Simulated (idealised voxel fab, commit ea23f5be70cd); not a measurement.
process module | voxel released beams
For reference, the cross-section in this document is cut, with width 260 nm and square cells of 5 nm.
Notation: cross-section as square-cell grid; stated in bands, top first, going down; one or more cell rows per band.
Basically the band line says how high the top is and how high the bottom is, in nm, and then what's in it from left to right, every material with its width in nm. Empty space shows up as "air", and if a single material carries "full width" it runs the full band edge to edge.
We count height from 0. Below that, the starting wafer is all one material. The lowest band never ends at the bottom but goes on down; see "0..down" for how that is written.
A width such as "30 to 40" changes by the same amount from each row of cells to the next, from the band's top row to its bottom row.
It should be understood that the words "nothing altered", when stated for a given step, signify that the cross-section underwent no change in any of its cells during that step.
Empty spaces counting at least 8 cells and having no open way to the top are listed in "Internal closed voids". The notation width x height at distance is used for each, the distance being from the left edge and all three values in nm.
Formally, on a step line, whatever follows the settings is a remark that the simulator itself makes on the step.
A step line may carry the setting "overlay nm", which, for steps involving a mask, states the distance by which the mask lay to the right of its intended position; negative values denote displacement to the left.

## List of planned process steps
| 1 | RECEIVE,material Si |
| 2 | CONFORMAL_DEP,material SiN,thk nm 10 |
| 3 | DIRECTIONAL_DEP,material SiO2,thk nm 10 |
| 4 | MASKED_ETCH,tone open,mask id ANCHOR,width nm 40,etch materials SiO2,depth nm 10,overlay nm 0 |
| 5 | CONFORMAL_DEP,material TiN,thk nm 15 |
| 6 | DIRECTIONAL_DEP,material aC,thk nm 15 |
| 7 | PATTERN,tone cover,mask id BEAM,material resist,width nm 110,thk nm 30,overlay nm 0 |
| 8 | DIRECTIONAL_ETCH,etch materials aC,depth nm 15 |
| 9 | STRIP,etch materials resist |
| 10 | DIRECTIONAL_ETCH,etch materials TiN,depth nm 15 |
| 11 | STRIP,etch materials aC |
| 12 | STRIP,etch materials SiO2 |

## First of two wafers, processed according to plan

## As-received state of the wafer in cross-section, equivalent to post-step 1
> 0..down: Si full width
> Internal closed voids: none

## You're looking at a cross-section of the wafer after step 2
> 10..0: SiN full width
> Note: structure below 0 unchanged.

## You're looking at a cross-section of the wafer after step 3
> 20..10: SiO2 full width
> Note: structure below 10 unchanged.

## You're looking at a cross-section of the wafer after step 4
> 20..10: 75 nm SiO2 / 40 nm air / 145 nm SiO2
> Note: structure below 10 unchanged.

## You're looking at a cross-section of the wafer after step 5
> 35..25: 90 nm TiN / 10 nm air / 160 nm TiN
> 25..20: TiN full width
> 20..10: 75 nm SiO2 / 40 nm TiN / 145 nm SiO2
> Note: structure below 10 unchanged.

## You're looking at a cross-section of the wafer after step 6
> 50..40: 90 nm aC / 10 nm air / 160 nm aC
> 40..35: aC full width
> 35..25: 90 nm TiN / 10 nm aC / 160 nm TiN
> Note: structure below 25 unchanged.

## You're looking at a cross-section of the wafer after step 7
> 80..50: 70 nm air / 110 nm resist / 80 nm air
> 50..40: 90 nm aC / 10 nm resist / 160 nm aC
> Note: structure below 40 unchanged.

## You're looking at a cross-section of the wafer after step 8
> 65..50: 70 nm air / 110 nm resist / 80 nm air
> 50..40: 70 nm air / 20 nm aC / 10 nm resist / 80 nm aC / 80 nm air
> 40..35: 70 nm air / 110 nm aC / 80 nm air
> Note: structure below 35 unchanged.

## You're looking at a cross-section of the wafer after step 9
> 50..40: 70 nm air / 20 nm aC / 10 nm air / 80 nm aC / 80 nm air
> Note: structure below 40 unchanged.

## You're looking at a cross-section of the wafer after step 10
> 50..40: 70 nm air / 20 nm aC / 10 nm air / 80 nm aC / 80 nm air
> 40..35: 70 nm air / 110 nm aC / 80 nm air
> 35..25: 70 nm air / 20 nm TiN / 10 nm aC / 80 nm TiN / 80 nm air
> 25..20: 70 nm air / 110 nm TiN / 80 nm air
> Note: structure below 20 unchanged.

## You're looking at a cross-section of the wafer after step 11
> 35..25: 70 nm air / 20 nm TiN / 10 nm air / 80 nm TiN / 80 nm air
> Note: structure below 25 unchanged.

## You're looking at a cross-section of the wafer after step 12
> 35..25: 70 nm air / 20 nm TiN / 10 nm air / 80 nm TiN / 80 nm air
> 25..20: 70 nm air / 110 nm TiN / 80 nm air
> 20..10: 75 nm air / 40 nm TiN / 145 nm air
> Note: structure below 10 unchanged.

## It is to be noted that the second wafer proceeded from the same initial state and according to the same plan as the first, although one mistake was committed in its execution; through step 9, inclusive, the two wafers share an identical history

## Cross-sectional representation of the second wafer at the time designated in the plan for the completion of step 10
> 50..40: 70 nm air / 20 nm aC / 10 nm air / 80 nm aC / 80 nm air
> 40..35: 70 nm air / 110 nm aC / 80 nm air
> 35..25: 70 nm air / 20 nm TiN / 10 nm aC / 80 nm TiN / 80 nm air
> Note: structure below 25 unchanged.

## Cross-sectional representation of the second wafer at the time designated in the plan for the completion of step 11
> 35..25: 70 nm air / 20 nm TiN / 10 nm air / 80 nm TiN / 80 nm air
> Note: structure below 25 unchanged.

Cross-sectional representation of the second wafer at the time designated in the plan for the completion of step 12: nothing altered
What was the processing mistake? contrary to plan, step 10 was performed as DIRECTIONAL_ETCH,etch materials TiN,depth nm 10
End of process, cell counts, second wafer against first, materials with more or fewer: +88 SiO2 | +30 TiN
